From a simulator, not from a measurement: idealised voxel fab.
Herein follows the process module entitled voxel ribs on slabs.
Pictured: cross-section cut, 140 nm wide, on a grid of 5 nm square cells.
Throughout this document, each cross-section is represented as a grid of square cells and is presented as a sequence of bands enumerated from the top downward, where a band comprises one or more rows of cells.
What a band's entry tells you: where the top is and where the bottom is, as heights in nm, and after that what lies inside, material by material from left to right, each with its width in nm. Empty space is written as the word "blank", and a single material marked with the word "throughout" occupies the band from edge to edge.
Heads up on the height convention: 0 is the point under which the incoming wafer is all one material, and the lowest band has no bottom, it just keeps going down, like "0 nm and below".
Quick explanation for "30->40": the width changes in equal steps down the rows of cells, from the first number in the band's top row to the second number in its bottom row.
"nothing different" means the step left every cell of the cross-section as it was.
What "Enclosed empty spaces" gives you is every empty space of 8 cells or more that is cut off from the top. Each appears as width x height at distance, with the distance taken from the left edge and width, height and distance all in nm.
Text after the settings on a step's line: the simulator's own remark on that step.
overlay nm: how far to the right of its planned place the mask lay on this masked step (negative: to the left).
-- The process steps that were planned are listed below
- 1: RECEIVE, material Si
- 2: DIRECTIONAL_DEP, material SiO2, thk nm 20
- 3: DIRECTIONAL_DEP, material polySi, thk nm 20
- 4: PATTERN, tone cover, mask id RIB, material resist, width nm 30, thk nm 20, overlay nm 0
- 5: DIRECTIONAL_ETCH, etch materials polySi, depth nm 15
- 6: STRIP, etch materials resist
- 7: DIRECTIONAL_DEP, material aC, thk nm 15
- 8: PATTERN, tone cover, mask id SLAB, material resist, width nm 60, thk nm 35, overlay nm 0
- 9: DIRECTIONAL_ETCH, etch materials aC, depth nm 15
- 10: STRIP, etch materials resist
- 11: DIRECTIONAL_ETCH, etch materials polySi, depth nm 5
- 12: STRIP, etch materials aC
- 13: FILL_DEP, material SiO2, thk nm 15
- 14: CMP, height nm 50
- 15: DIRECTIONAL_DEP, material TiN, thk nm 5
- 16: MASKED_ETCH, tone cover, mask id HEATER, width nm 40, etch materials TiN, depth nm 5, overlay nm 0
- 17: CONFORMAL_DEP, material SiO2, thk nm 5
-- Of two wafers, the first: run according to plan
-- Incoming wafer in cross-section (state: after step 1)
    0 nm and below: Si throughout
    Enclosed empty spaces: none
-- Wafer section view after processing step 2
    20 nm to 0 nm: SiO2 throughout
    Below 0, no change.
-- Wafer section view after processing step 3
    40 nm to 20 nm: polySi throughout
    Below 20, no change.
-- Wafer section view after processing step 4
    60 nm to 40 nm: blank=55, resist=30, blank=55
    Below 40, no change.
-- Wafer section view after processing step 5
    60 nm to 40 nm: blank=55, resist=30, blank=55
    40 nm to 25 nm: blank=55, polySi=30, blank=55
    Below 25, no change.
-- Wafer section view after processing step 6
    40 nm to 25 nm: blank=55, polySi=30, blank=55
    Below 25, no change.
-- Wafer section view after processing step 7
    55 nm to 40 nm: blank=55, aC=30, blank=55
    40 nm to 25 nm: aC=55, polySi=30, aC=55
    Below 25, no change.
-- Wafer section view after processing step 8
    90 nm to 55 nm: blank=40, resist=60, blank=40
    55 nm to 40 nm: blank=40, resist=15, aC=30, resist=15, blank=40
    Below 40, no change.
-- Wafer section view after processing step 9
    75 nm to 55 nm: blank=40, resist=60, blank=40
    55 nm to 40 nm: blank=40, resist=15, aC=30, resist=15, blank=40
    40 nm to 25 nm: blank=40, aC=15, polySi=30, aC=15, blank=40
    Below 25, no change.
-- Wafer section view after processing step 10
    55 nm to 40 nm: blank=55, aC=30, blank=55
    Below 40, no change.
-- Wafer section view after processing step 11
    55 nm to 40 nm: blank=55, aC=30, blank=55
    40 nm to 25 nm: blank=40, aC=15, polySi=30, aC=15, blank=40
    25 nm to 20 nm: blank=40, polySi=60, blank=40
    Below 20, no change.
-- Wafer section view after processing step 12
    40 nm to 25 nm: blank=55, polySi=30, blank=55
    Below 25, no change.
-- Wafer section view after processing step 13
    55 nm to 40 nm: SiO2 throughout
    40 nm to 25 nm: SiO2=55, polySi=30, SiO2=55
    25 nm to 20 nm: SiO2=40, polySi=60, SiO2=40
    Below 20, no change.
-- Wafer section view after processing step 14
    50 nm to 40 nm: SiO2 throughout
    Below 40, no change.
-- Wafer section view after processing step 15
    55 nm to 50 nm: TiN throughout
    Below 50, no change.
-- Wafer section view after processing step 16
    55 nm to 50 nm: blank=50, TiN=40, blank=50
    Below 50, no change.
-- Wafer section view after processing step 17
    60 nm to 55 nm: blank=45, SiO2=50, blank=45
    55 nm to 50 nm: SiO2=50, TiN=40, SiO2=50
    Below 50, no change.
-- Wafer two. Same start, same plan, one slip in execution. Same as wafer one through step 7, inclusive
-- when step 8 should have ended
    90 nm to 55 nm: blank=35, resist=60, blank=45
    55 nm to 40 nm: blank=35, resist=20, aC=30, resist=10, blank=45
    Below 40, no change.
-- when step 9 should have ended
    75 nm to 55 nm: blank=35, resist=60, blank=45
    55 nm to 40 nm: blank=35, resist=20, aC=30, resist=10, blank=45
    40 nm to 25 nm: blank=35, aC=20, polySi=30, aC=10, blank=45
    Below 25, no change.
-- when step 10 should have ended
    55 nm to 40 nm: blank=55, aC=30, blank=55
    Below 40, no change.
-- when step 11 should have ended
    55 nm to 40 nm: blank=55, aC=30, blank=55
    40 nm to 25 nm: blank=35, aC=20, polySi=30, aC=10, blank=45
    25 nm to 20 nm: blank=35, polySi=60, blank=45
    Below 20, no change.
-- when step 12 should have ended
    40 nm to 25 nm: blank=55, polySi=30, blank=55
    Below 25, no change.
-- when step 13 should have ended
    55 nm to 40 nm: SiO2 throughout
    40 nm to 25 nm: SiO2=55, polySi=30, SiO2=55
    25 nm to 20 nm: SiO2=35, polySi=60, SiO2=45
    Below 20, no change.
-- when step 14 should have ended
    50 nm to 40 nm: SiO2 throughout
    Below 40, no change.
-- when step 15 should have ended
    55 nm to 50 nm: TiN throughout
    Below 50, no change.
-- when step 16 should have ended
    55 nm to 50 nm: blank=50, TiN=40, blank=50
    Below 50, no change.
-- when step 17 should have ended
    60 nm to 55 nm: blank=45, SiO2=50, blank=45
    55 nm to 50 nm: SiO2=50, TiN=40, SiO2=50
    Below 50, no change.
Deviation noted in wafer processing: step 8 changed vs plan, executed as PATTERN, tone cover, mask id SLAB, material resist, width nm 60, thk nm 35, overlay nm -5
So at the finish, the second wafer's got exactly as many cells of each material as the first, just not in the same spots.
